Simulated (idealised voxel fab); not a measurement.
Process module, titled voxel transistor to metal
For reference, the cross-section in this document is cut, with width 270 nm and square cells of 5 nm.
Think of the cross-section as a grid of square cells. We describe it in bands, top to bottom, and each band covers one or more rows of those cells.
Top, bottom (nm), then materials left to right with widths (nm); lone material tagged "edge to edge" fills the whole band edge to edge; "empty" = empty space.
Beneath 0, the wafer as received is one material, and that level is where height counting begins. The lowest band goes on downward without a bottom; it is written like "z 0 and below".
The two numbers in a width such as "30->40" mark its ends across the band: the first belongs to the top row of cells, the second to the bottom row, and from each row to the next the width moves by the same amount.
The designation "nothing was modified", where it is given for a processing step, indicates that no cell of the cross-section was altered in the course of that step.
In the "Closed void table" entry, you get each enclosed empty space of 8 cells or more, one with no open way to the top, written width x height at distance, distance from the left edge, in nm.
Step line, after settings: the simulator's comment on this step.
Among the settings permitted on a step's line is "overlay nm"; applied to a step with a mask, it specifies the extent to which the mask lay to the right of its planned position, whereas a negative figure signifies a position to the left.
## Planned step list for the process
- 1: RECEIVE with material Si
- 2: CONFORMAL_DEP with material SiO2, thk nm 5
- 3: CONFORMAL_DEP with material SiN, thk nm 10
- 4: DIRECTIONAL_DEP with material aC, thk nm 15
- 5: PATTERN with tone cover, mask id ACTIVE, material resist, width nm 105, pitch nm 135, thk nm 30, overlay nm 0
- 6: DIRECTIONAL_ETCH with etch materials aC, depth nm 15
- 7: STRIP with etch materials resist
- 8: DIRECTIONAL_ETCH with etch materials SiN, depth nm 10
- 9: DIRECTIONAL_ETCH with etch materials SiO2, depth nm 5
- 10: DIRECTIONAL_ETCH with etch materials Si, depth nm 30
- 11: STRIP with etch materials aC
- 12: FILL_DEP with material SiO2, thk nm 10
- 13: CMP with height nm 15
- 14: SELECTIVE_ETCH with etch materials SiO2, depth nm 10
- 15: STRIP with etch materials SiN
- 16: SELECTIVE_ETCH with etch materials SiO2, depth nm 5
- 17: OXIDIZE with depth nm 5
- 18: DIRECTIONAL_DEP with material polySi, thk nm 25
- 19: DIRECTIONAL_DEP with material SiCN, thk nm 15
- 20: MASKED_ETCH with tone cover, mask id GATE, width nm 15, pitch nm 135, etch materials SiCN, depth nm 25, overlay nm 0
- 21: MASKED_ETCH with tone cover, mask id GATE, width nm 15, pitch nm 135, etch materials polySi, depth nm 35, overlay nm 0
- 22: CONFORMAL_DEP with material SiN, thk nm 5
- 23: DIRECTIONAL_ETCH with etch materials SiN, depth nm 5
- 24: DIRECTIONAL_ETCH with etch materials SiO2, depth nm 5
- 25: DIRECTIONAL_ETCH with etch materials Si, depth nm 15
- 26: EPI with material pSi, thk nm 20
- 27: FILL_DEP with material SiO2, thk nm 5
- 28: CMP with height nm 40
- 29: DIRECTIONAL_DEP with material SiO2, thk nm 15
- 30: DIRECTIONAL_DEP with material aC, thk nm 10
- 31: PATTERN with tone open, mask id CONTACT, material resist, width nm 35, thk nm 30, overlay nm 0
- 32: DIRECTIONAL_ETCH with etch materials aC, depth nm 10
- 33: STRIP with etch materials resist
- 34: DIRECTIONAL_ETCH with etch materials SiO2, depth nm 55
- 35: STRIP with etch materials aC
- 36: CONFORMAL_DEP with material TiN, thk nm 5
- 37: FILL_DEP with material W, thk nm 5
- 38: CMP with height nm 55
- 39: DIRECTIONAL_DEP with material TiN, thk nm 5
- 40: DIRECTIONAL_DEP with material W, thk nm 20
- 41: MASKED_ETCH with tone cover, mask id METAL_1, width nm 20, etch materials W, depth nm 20, overlay nm 0
- 42: MASKED_ETCH with tone cover, mask id METAL_1, width nm 20, etch materials TiN, depth nm 5, overlay nm 0
- 43: CONFORMAL_DEP with material SiN, thk nm 5
- 44: FILL_DEP with material SiO2, thk nm 5
- 45: CMP with height nm 80
- 46: CONFORMAL_DEP with material SiCN, thk nm 5
- 47: DIRECTIONAL_DEP with material lowk, thk nm 35
- 48: DIRECTIONAL_DEP with material aC, thk nm 15
- 49: PATTERN with tone open, mask id METAL_2_HOLES, material resist, width nm 15, pitch nm 135, thk nm 35, overlay nm 0
- 50: DIRECTIONAL_ETCH with etch materials aC, depth nm 15
- 51: STRIP with etch materials resist
- 52: DIRECTIONAL_ETCH with etch materials lowk, depth nm 35
- 53: STRIP with etch materials aC
- 54: DIRECTIONAL_DEP with material aC, thk nm 10
- 55: PATTERN with tone open, mask id METAL_2, material resist, width nm 20, pitch nm 135, thk nm 30, overlay nm 0
- 56: DIRECTIONAL_ETCH with etch materials aC, depth nm 10
- 57: STRIP with etch materials resist
- 58: DIRECTIONAL_ETCH with etch materials lowk, depth nm 20
- 59: DIRECTIONAL_ETCH with etch materials SiCN, depth nm 5
- 60: STRIP with etch materials aC
- 61: CONFORMAL_DEP with material TiN, thk nm 5
- 62: FILL_DEP with material Cu, thk nm 5
- 63: CMP with height nm 120
- 64: CONFORMAL_DEP with material SiCN, thk nm 5
## Incoming wafer, cross-sectional view, post step 1
  z 0 and below | Si edge to edge
  Closed void table: none
## Here's the cross-section of the first of our two wafers at the end of the module - it ran as planned
  z 125 to 120 | SiCN edge to edge
  z 120 to 105 | lowk (20)  TiN (5)  Cu (10)  TiN (5)  lowk (115)  TiN (5)  Cu (10)  TiN (5)  lowk (95)
  z 105 to 100 | lowk (20)  TiN (5)  Cu (5)  TiN (10)  lowk (115)  TiN (5)  Cu (5)  TiN (10)  lowk (95)
  z 100 to 85 | lowk (20)  TiN (5)  Cu (5)  TiN (5)  lowk (120)  TiN (5)  Cu (5)  TiN (5)  lowk (100)
  z 85 to 80 | SiCN (20)  TiN (15)  SiCN (120)  TiN (15)  SiCN (100)
  z 80 to 60 | SiO2 (15)  SiN (5)  W (20)  SiN (5)  SiO2 (45)  SiN (5)  W (20)  SiN (5)  SiO2 (30)  SiN (5)  W (20)  SiN (5)  SiO2 (45)  SiN (5)  W (20)  SiN (5)  SiO2 (15)
  z 60 to 55 | SiN (20)  TiN (20)  SiN (55)  TiN (20)  SiN (40)  TiN (20)  SiN (55)  TiN (20)  SiN (20)
  z 55 to 40 | SiO2 (20)  TiN (5)  W (25)  TiN (5)  SiO2 (25)  TiN (5)  W (25)  TiN (5)  SiO2 (40)  TiN (5)  W (25)  TiN (5)  SiO2 (25)  TiN (5)  W (25)  TiN (5)  SiO2 (20)
  z 40 to 25 | SiO2 (20)  TiN (5)  W (25)  TiN (5)  SiN (5)  SiCN (15)  SiN (5)  TiN (5)  W (25)  TiN (5)  SiO2 (40)  TiN (5)  W (25)  TiN (5)  SiN (5)  SiCN (15)  SiN (5)  TiN (5)  W (25)  TiN (5)  SiO2 (20)
  z 25 to 15 | SiO2 (20)  TiN (5)  W (25->5)  TiN (5->25)  SiN (5)  polySi (15)  SiN (5)  TiN (5->25)  W (25->5)  TiN (5)  SiO2 (40)  TiN (5)  W (25->5)  TiN (5->25)  SiN (5)  polySi (15)  SiN (5)  TiN (5->25)  W (25->5)  TiN (5)  SiO2 (20)
  z 15 to 5 | SiO2 (20)  TiN (5)  W (5)  TiN (5)  pSi (20)  SiN (5)  polySi (15)  SiN (5)  pSi (20)  TiN (5)  W (5)  TiN (5)  SiO2 (40)  TiN (5)  W (5)  TiN (5)  pSi (20)  SiN (5)  polySi (15)  SiN (5)  pSi (20)  TiN (5)  W (5)  TiN (5)  SiO2 (20)
  z 5 to 0 | SiO2 (20)  TiN (15)  pSi (20)  SiN (5)  polySi (15)  SiN (5)  pSi (20)  TiN (15)  SiO2 (40)  TiN (15)  pSi (20)  SiN (5)  polySi (15)  SiN (5)  pSi (20)  TiN (15)  SiO2 (20)
  z 0 to -5 | SiO2 (10)  pSi (45)  SiO2 (25)  pSi (45)  SiO2 (20)  pSi (45)  SiO2 (25)  pSi (45)  SiO2 (10)
  z -5 to -20 | SiO2 (15)  pSi (40)  Si (25)  pSi (40)  SiO2 (30)  pSi (40)  Si (25)  pSi (40)  SiO2 (15)
  z -20 to -30 | SiO2 (15)  Si (105)  SiO2 (30)  Si (105)  SiO2 (15)
  z -30 and below | Si edge to edge
  Closed void table: none
## Cross-section at end of module for the second wafer of two, which matched the first in starting point and plan and differed by one mistake in its processing
  z 125 to 120 | SiCN edge to edge
  z 120 to 105 | Cu (30)  TiN (5)  lowk (5)  TiN (5)  Cu (120)  TiN (5)  lowk (5)  TiN (5)  Cu (90)
  z 105 to 100 | TiN (25)  Cu (5)  TiN (5)  lowk (5)  TiN (120)  Cu (5)  TiN (5)  lowk (5)  TiN (95)
  z 100 to 90 | lowk (20)  TiN (5)  Cu (5)  TiN (5)  lowk (120)  TiN (5)  Cu (5)  TiN (5)  lowk (100)
  z 90 to 85 | lowk (20)  TiN (15)  lowk (120)  TiN (15)  lowk (100)
  z 85 to 80 | SiCN edge to edge
  z 80 to 60 | SiO2 (15)  SiN (5)  W (20)  SiN (5)  SiO2 (45)  SiN (5)  W (20)  SiN (5)  SiO2 (30)  SiN (5)  W (20)  SiN (5)  SiO2 (45)  SiN (5)  W (20)  SiN (5)  SiO2 (15)
  z 60 to 55 | SiN (20)  TiN (20)  SiN (55)  TiN (20)  SiN (40)  TiN (20)  SiN (55)  TiN (20)  SiN (20)
  z 55 to 40 | SiO2 (20)  TiN (5)  W (25)  TiN (5)  SiO2 (25)  TiN (5)  W (25)  TiN (5)  SiO2 (40)  TiN (5)  W (25)  TiN (5)  SiO2 (25)  TiN (5)  W (25)  TiN (5)  SiO2 (20)
  z 40 to 25 | SiO2 (20)  TiN (5)  W (25)  TiN (5)  SiN (5)  SiCN (15)  SiN (5)  TiN (5)  W (25)  TiN (5)  SiO2 (40)  TiN (5)  W (25)  TiN (5)  SiN (5)  SiCN (15)  SiN (5)  TiN (5)  W (25)  TiN (5)  SiO2 (20)
  z 25 to 15 | SiO2 (20)  TiN (5)  W (25->5)  TiN (5->25)  SiN (5)  polySi (15)  SiN (5)  TiN (5->25)  W (25->5)  TiN (5)  SiO2 (40)  TiN (5)  W (25->5)  TiN (5->25)  SiN (5)  polySi (15)  SiN (5)  TiN (5->25)  W (25->5)  TiN (5)  SiO2 (20)
  z 15 to 5 | SiO2 (20)  TiN (5)  W (5)  TiN (5)  pSi (20)  SiN (5)  polySi (15)  SiN (5)  pSi (20)  TiN (5)  W (5)  TiN (5)  SiO2 (40)  TiN (5)  W (5)  TiN (5)  pSi (20)  SiN (5)  polySi (15)  SiN (5)  pSi (20)  TiN (5)  W (5)  TiN (5)  SiO2 (20)
  z 5 to 0 | SiO2 (20)  TiN (15)  pSi (20)  SiN (5)  polySi (15)  SiN (5)  pSi (20)  TiN (15)  SiO2 (40)  TiN (15)  pSi (20)  SiN (5)  polySi (15)  SiN (5)  pSi (20)  TiN (15)  SiO2 (20)
  z 0 to -5 | SiO2 (10)  pSi (45)  SiO2 (25)  pSi (45)  SiO2 (20)  pSi (45)  SiO2 (25)  pSi (45)  SiO2 (10)
  z -5 to -20 | SiO2 (15)  pSi (40)  Si (25)  pSi (40)  SiO2 (30)  pSi (40)  Si (25)  pSi (40)  SiO2 (15)
  z -20 to -30 | SiO2 (15)  Si (105)  SiO2 (30)  Si (105)  SiO2 (15)
  z -30 and below | Si edge to edge
  Closed void table: none
Plan not followed: step 55 was run on a setting that differed from the plan, and what really ran there is PATTERN with tone cover, mask id METAL_2, material resist, width nm 20, pitch nm 135, thk nm 30, overlay nm 0
End of process, cell counts, second wafer against first, materials with more or fewer: Cu: 130 more | SiCN: 6 more | TiN: 40 more | lowk: 176 fewer
